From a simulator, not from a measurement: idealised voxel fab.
Name of the process module below: voxel fin reveal
Pictured: cross-section cut, 290 nm wide, on a grid of 5 nm square cells.
Reading order for cross-sections: top band down to bottom band. Underlying form: a grid of square cells. Band size: one or more rows of cells.
Within each band entry, the heights of the top and of the bottom of the band appear first, in that order and in nm; the materials of the band then follow from left to right, each with its corresponding width in nm. The designation "edge to edge" on a single material indicates that it fills the band from edge to edge; the designation "blank" indicates empty space.
We count height from 0. Below that, the starting wafer is all one material. The lowest band never ends at the bottom but goes on down; see "0..down" for how that is written.
A width given as "30..40" starts at the first number in the band's top row and ends at the second number in its bottom row, shifting by an equal amount at every step from row to row.
"all unchanged" (step): cross-section cells unchanged, all of them.
Look at "Unvented voids" for the closed voids: empty spaces with no open path to the top, sized 8 cells or up. Each is width x height at distance, distance from the left edge, all nm.
Read whatever lies past the settings on a step's line as the simulator's own remark about the step.
If you see "overlay nm" on a step's line and that step has a mask, it's telling you how far right of where it was planned the mask ended up; a negative number means it went left instead.

-- Steps in the process plan
1: RECEIVE with material Si
2: CONFORMAL_DEP with material SiN, thk nm 10
3: DIRECTIONAL_DEP with material aC, thk nm 15
4: PATTERN with tone cover, mask id FINS, material resist, width nm 15, pitch nm 35, thk nm 30, overlay nm 0
5: DIRECTIONAL_ETCH with etch materials aC, depth nm 15
6: STRIP with etch materials resist
7: DIRECTIONAL_ETCH with etch materials SiN, depth nm 10
8: DIRECTIONAL_ETCH with etch materials Si, depth nm 35
9: STRIP with etch materials aC
10: OXIDIZE with depth nm 5
11: FILL_DEP with material SiO2, thk nm 5
12: CMP with height nm 10
13: SELECTIVE_ETCH with etch materials SiO2, depth nm 35
14: STRIP with etch materials SiN
15: CONFORMAL_DEP with material SiO2, thk nm 5

-- First out of two wafers; run went to plan

-- Cross-sectional view of the wafer in its as-received condition, corresponding to the state after step 1
    0..down = Si edge to edge
    Unvented voids: none

-- after step 2
    10..0 = SiN edge to edge
    Under 0: no change, same as before.

-- after step 3
    25..10 = aC edge to edge
    Under 10: no change, same as before.

-- after step 4
    55..25 = 85 nm blank; 15 nm resist; 20 nm blank; 15 nm resist; 20 nm blank; 15 nm resist; 20 nm blank; 15 nm resist; 85 nm blank
    Under 25: no change, same as before.

-- after step 5
    40..25 = 85 nm blank; 15 nm resist; 20 nm blank; 15 nm resist; 20 nm blank; 15 nm resist; 20 nm blank; 15 nm resist; 85 nm blank
    25..10 = 85 nm blank; 15 nm aC; 20 nm blank; 15 nm aC; 20 nm blank; 15 nm aC; 20 nm blank; 15 nm aC; 85 nm blank
    Under 10: no change, same as before.

-- after step 6
    25..10 = 85 nm blank; 15 nm aC; 20 nm blank; 15 nm aC; 20 nm blank; 15 nm aC; 20 nm blank; 15 nm aC; 85 nm blank
    Under 10: no change, same as before.

-- after step 7
    25..10 = 85 nm blank; 15 nm aC; 20 nm blank; 15 nm aC; 20 nm blank; 15 nm aC; 20 nm blank; 15 nm aC; 85 nm blank
    10..0 = 85 nm blank; 15 nm SiN; 20 nm blank; 15 nm SiN; 20 nm blank; 15 nm SiN; 20 nm blank; 15 nm SiN; 85 nm blank
    Under 0: no change, same as before.

-- after step 8
    25..10 = 85 nm blank; 15 nm aC; 20 nm blank; 15 nm aC; 20 nm blank; 15 nm aC; 20 nm blank; 15 nm aC; 85 nm blank
    10..0 = 85 nm blank; 15 nm SiN; 20 nm blank; 15 nm SiN; 20 nm blank; 15 nm SiN; 20 nm blank; 15 nm SiN; 85 nm blank
    0..-35 = 85 nm blank; 15 nm Si; 20 nm blank; 15 nm Si; 20 nm blank; 15 nm Si; 20 nm blank; 15 nm Si; 85 nm blank
    Under -35: no change, same as before.

-- after step 9
    10..0 = 85 nm blank; 15 nm SiN; 20 nm blank; 15 nm SiN; 20 nm blank; 15 nm SiN; 20 nm blank; 15 nm SiN; 85 nm blank
    Under 0: no change, same as before.

-- after step 10
    10..0 = 85 nm blank; 15 nm SiN; 20 nm blank; 15 nm SiN; 20 nm blank; 15 nm SiN; 20 nm blank; 15 nm SiN; 85 nm blank
    0..-35 = 85 nm blank; 5 nm SiO2; 5 nm Si; 5 nm SiO2; 20 nm blank; 5 nm SiO2; 5 nm Si; 5 nm SiO2; 20 nm blank; 5 nm SiO2; 5 nm Si; 5 nm SiO2; 20 nm blank; 5 nm SiO2; 5 nm Si; 5 nm SiO2; 85 nm blank
    -35..-40 = 90 nm SiO2; 5 nm Si; 30 nm SiO2; 5 nm Si; 30 nm SiO2; 5 nm Si; 30 nm SiO2; 5 nm Si; 90 nm SiO2
    Under -40: no change, same as before.

-- after step 11
    15..10 = SiO2 edge to edge
    10..0 = 85 nm SiO2; 15 nm SiN; 20 nm SiO2; 15 nm SiN; 20 nm SiO2; 15 nm SiN; 20 nm SiO2; 15 nm SiN; 85 nm SiO2
    0..-40 = 90 nm SiO2; 5 nm Si; 30 nm SiO2; 5 nm Si; 30 nm SiO2; 5 nm Si; 30 nm SiO2; 5 nm Si; 90 nm SiO2
    Under -40: no change, same as before.

-- after step 12
    10..0 = 85 nm SiO2; 15 nm SiN; 20 nm SiO2; 15 nm SiN; 20 nm SiO2; 15 nm SiN; 20 nm SiO2; 15 nm SiN; 85 nm SiO2
    Under 0: no change, same as before.

-- after step 13
    10..0 = 85 nm blank; 15 nm SiN; 20 nm blank; 15 nm SiN; 20 nm blank; 15 nm SiN; 20 nm blank; 15 nm SiN; 85 nm blank
    0..-25 = 90 nm blank; 5 nm Si; 30 nm blank; 5 nm Si; 30 nm blank; 5 nm Si; 30 nm blank; 5 nm Si; 90 nm blank
    Under -25: no change, same as before.

-- after step 14
    0..-25 = 90 nm blank; 5 nm Si; 30 nm blank; 5 nm Si; 30 nm blank; 5 nm Si; 30 nm blank; 5 nm Si; 90 nm blank
    Under -25: no change, same as before.

-- after step 15
    5..0 = 85 nm blank; 15 nm SiO2; 20 nm blank; 15 nm SiO2; 20 nm blank; 15 nm SiO2; 20 nm blank; 15 nm SiO2; 85 nm blank
    0..-20 = 85 nm blank; 5 nm SiO2; 5 nm Si; 5 nm SiO2; 20 nm blank; 5 nm SiO2; 5 nm Si; 5 nm SiO2; 20 nm blank; 5 nm SiO2; 5 nm Si; 5 nm SiO2; 20 nm blank; 5 nm SiO2; 5 nm Si; 5 nm SiO2; 85 nm blank
    -20..-40 = 90 nm SiO2; 5 nm Si; 30 nm SiO2; 5 nm Si; 30 nm SiO2; 5 nm Si; 30 nm SiO2; 5 nm Si; 90 nm SiO2
    Under -40: no change, same as before.

-- Second of two: same start, same plan, one run error; steps up to and including 3 match the first

-- Look at the second wafer in cross-section at the time step 4 ought to have finished
    55..25 = 90 nm blank; 15 nm resist; 20 nm blank; 15 nm resist; 20 nm blank; 15 nm resist; 20 nm blank; 15 nm resist; 80 nm blank
    Under 25: no change, same as before.

-- Look at the second wafer in cross-section at the time step 5 ought to have finished
    40..25 = 90 nm blank; 15 nm resist; 20 nm blank; 15 nm resist; 20 nm blank; 15 nm resist; 20 nm blank; 15 nm resist; 80 nm blank
    25..10 = 90 nm blank; 15 nm aC; 20 nm blank; 15 nm aC; 20 nm blank; 15 nm aC; 20 nm blank; 15 nm aC; 80 nm blank
    Under 10: no change, same as before.

-- Look at the second wafer in cross-section at the time step 6 ought to have finished
    25..10 = 90 nm blank; 15 nm aC; 20 nm blank; 15 nm aC; 20 nm blank; 15 nm aC; 20 nm blank; 15 nm aC; 80 nm blank
    Under 10: no change, same as before.

-- Look at the second wafer in cross-section at the time step 7 ought to have finished
    25..10 = 90 nm blank; 15 nm aC; 20 nm blank; 15 nm aC; 20 nm blank; 15 nm aC; 20 nm blank; 15 nm aC; 80 nm blank
    10..0 = 90 nm blank; 15 nm SiN; 20 nm blank; 15 nm SiN; 20 nm blank; 15 nm SiN; 20 nm blank; 15 nm SiN; 80 nm blank
    Under 0: no change, same as before.

-- Look at the second wafer in cross-section at the time step 8 ought to have finished
    25..10 = 90 nm blank; 15 nm aC; 20 nm blank; 15 nm aC; 20 nm blank; 15 nm aC; 20 nm blank; 15 nm aC; 80 nm blank
    10..0 = 90 nm blank; 15 nm SiN; 20 nm blank; 15 nm SiN; 20 nm blank; 15 nm SiN; 20 nm blank; 15 nm SiN; 80 nm blank
    0..-35 = 90 nm blank; 15 nm Si; 20 nm blank; 15 nm Si; 20 nm blank; 15 nm Si; 20 nm blank; 15 nm Si; 80 nm blank
    Under -35: no change, same as before.

-- Look at the second wafer in cross-section at the time step 9 ought to have finished
    10..0 = 90 nm blank; 15 nm SiN; 20 nm blank; 15 nm SiN; 20 nm blank; 15 nm SiN; 20 nm blank; 15 nm SiN; 80 nm blank
    Under 0: no change, same as before.

-- Look at the second wafer in cross-section at the time step 10 ought to have finished
    10..0 = 90 nm blank; 15 nm SiN; 20 nm blank; 15 nm SiN; 20 nm blank; 15 nm SiN; 20 nm blank; 15 nm SiN; 80 nm blank
    0..-35 = 90 nm blank; 5 nm SiO2; 5 nm Si; 5 nm SiO2; 20 nm blank; 5 nm SiO2; 5 nm Si; 5 nm SiO2; 20 nm blank; 5 nm SiO2; 5 nm Si; 5 nm SiO2; 20 nm blank; 5 nm SiO2; 5 nm Si; 5 nm SiO2; 80 nm blank
    -35..-40 = 95 nm SiO2; 5 nm Si; 30 nm SiO2; 5 nm Si; 30 nm SiO2; 5 nm Si; 30 nm SiO2; 5 nm Si; 85 nm SiO2
    Under -40: no change, same as before.

-- Look at the second wafer in cross-section at the time step 11 ought to have finished
    15..10 = SiO2 edge to edge
    10..0 = 90 nm SiO2; 15 nm SiN; 20 nm SiO2; 15 nm SiN; 20 nm SiO2; 15 nm SiN; 20 nm SiO2; 15 nm SiN; 80 nm SiO2
    0..-40 = 95 nm SiO2; 5 nm Si; 30 nm SiO2; 5 nm Si; 30 nm SiO2; 5 nm Si; 30 nm SiO2; 5 nm Si; 85 nm SiO2
    Under -40: no change, same as before.

-- Look at the second wafer in cross-section at the time step 12 ought to have finished
    10..0 = 90 nm SiO2; 15 nm SiN; 20 nm SiO2; 15 nm SiN; 20 nm SiO2; 15 nm SiN; 20 nm SiO2; 15 nm SiN; 80 nm SiO2
    Under 0: no change, same as before.

-- Look at the second wafer in cross-section at the time step 13 ought to have finished
    10..0 = 90 nm blank; 15 nm SiN; 20 nm blank; 15 nm SiN; 20 nm blank; 15 nm SiN; 20 nm blank; 15 nm SiN; 80 nm blank
    0..-25 = 95 nm blank; 5 nm Si; 30 nm blank; 5 nm Si; 30 nm blank; 5 nm Si; 30 nm blank; 5 nm Si; 85 nm blank
    Under -25: no change, same as before.

-- Look at the second wafer in cross-section at the time step 14 ought to have finished
    0..-25 = 95 nm blank; 5 nm Si; 30 nm blank; 5 nm Si; 30 nm blank; 5 nm Si; 30 nm blank; 5 nm Si; 85 nm blank
    Under -25: no change, same as before.

-- Look at the second wafer in cross-section at the time step 15 ought to have finished
    5..0 = 90 nm blank; 15 nm SiO2; 20 nm blank; 15 nm SiO2; 20 nm blank; 15 nm SiO2; 20 nm blank; 15 nm SiO2; 80 nm blank
    0..-20 = 90 nm blank; 5 nm SiO2; 5 nm Si; 5 nm SiO2; 20 nm blank; 5 nm SiO2; 5 nm Si; 5 nm SiO2; 20 nm blank; 5 nm SiO2; 5 nm Si; 5 nm SiO2; 20 nm blank; 5 nm SiO2; 5 nm Si; 5 nm SiO2; 80 nm blank
    -20..-40 = 95 nm SiO2; 5 nm Si; 30 nm SiO2; 5 nm Si; 30 nm SiO2; 5 nm Si; 30 nm SiO2; 5 nm Si; 85 nm SiO2
    Under -40: no change, same as before.
The plan and the run diverged here: step 4 ran as: PATTERN with tone cover, mask id FINS, material resist, width nm 15, pitch nm 35, thk nm 30, overlay nm 5
Cell counts per material: same on both final wafers. Positions: different.
